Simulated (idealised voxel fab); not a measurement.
The process module that follows is named voxel ribs on slabs.
It is cross-section cut that appears here, measuring 250 nm in width, its square cells being 5 nm in size.
Notation: cross-section as square-cell grid; stated in bands, top first, going down; one or more cell rows per band. Basically the band line says how high the top is and how high the bottom is, in nm, and then what's in it from left to right, every material with its width in nm. Empty space shows up as "air", and if a single material carries "throughout" it runs the full band edge to edge. Measure heights from 0. That's the level where, below it, the as-received wafer is all one material. The lowest band is bottomless and extends downward; write it as in "0 -> down". The width entry "30..40" should be interpreted row by row: the top row of cells in the band takes the first number, the bottom row takes the second number, and the change between adjacent rows is uniform throughout. "nothing was modified" for a step: no cell of the cross-section changed in that step. Closed-off voids of 8+ cells (no open route to the top) go in "Completely enclosed voids", written width x height at distance from the left edge, in nm. Post-settings text on a step line: simulator's own remark regarding the step. overlay nm: step with mask; distance mask lay right of planned place; negative value = left of planned place.
### Set out below are the planned steps of the process
step 1: RECEIVE | material Si
step 2: DIRECTIONAL_DEP | material SiO2 | thk nm 20
step 3: DIRECTIONAL_DEP | material polySi | thk nm 20
step 4: MASKED_ETCH | tone cover | mask id RIB | width nm 20 | etch materials polySi | depth nm 5 | overlay nm 0
step 5: DIRECTIONAL_DEP | material aC | thk nm 10
step 6: PATTERN | tone cover | mask id SLAB | material resist | width nm 80 | thk nm 30 | overlay nm 0
step 7: DIRECTIONAL_ETCH | etch materials aC | depth nm 10
step 8: STRIP | etch materials resist
step 9: DIRECTIONAL_ETCH | etch materials polySi | depth nm 15
step 10: STRIP | etch materials aC
step 11: FILL_DEP | material SiO2 | thk nm 30
step 12: CMP | height nm 60
step 13: DIRECTIONAL_DEP | material W | thk nm 5
step 14: MASKED_ETCH | tone cover | mask id HEATER | width nm 20 | etch materials W | depth nm 5 | overlay nm 0
step 15: CONFORMAL_DEP | material SiN | thk nm 10
Wafer-to-wafer difference: width nm, step 14. Common start. Plan = first wafer's value.
### Incoming state of the first of several wafers in cross-section: after step 1
0 -> down: Si throughout
Completely enclosed voids: none
### each wafer at the end: cells of each material gained (+) or lost (-) since it was received, then its closed voids
width nm 20, +104 SiN, +548 SiO2, +4 W, +52 polySi, Completely enclosed voids: none
width nm 25, +104 SiN, +548 SiO2, +5 W, +52 polySi, Completely enclosed voids: none
width nm 30, +104 SiN, +548 SiO2, +6 W, +52 polySi, Completely enclosed voids: none
width nm 35, +104 SiN, +548 SiO2, +7 W, +52 polySi, Completely enclosed voids: none
width nm 40, +104 SiN, +548 SiO2, +8 W, +52 polySi, Completely enclosed voids: none
width nm 45, +104 SiN, +548 SiO2, +9 W, +52 polySi, Completely enclosed voids: none
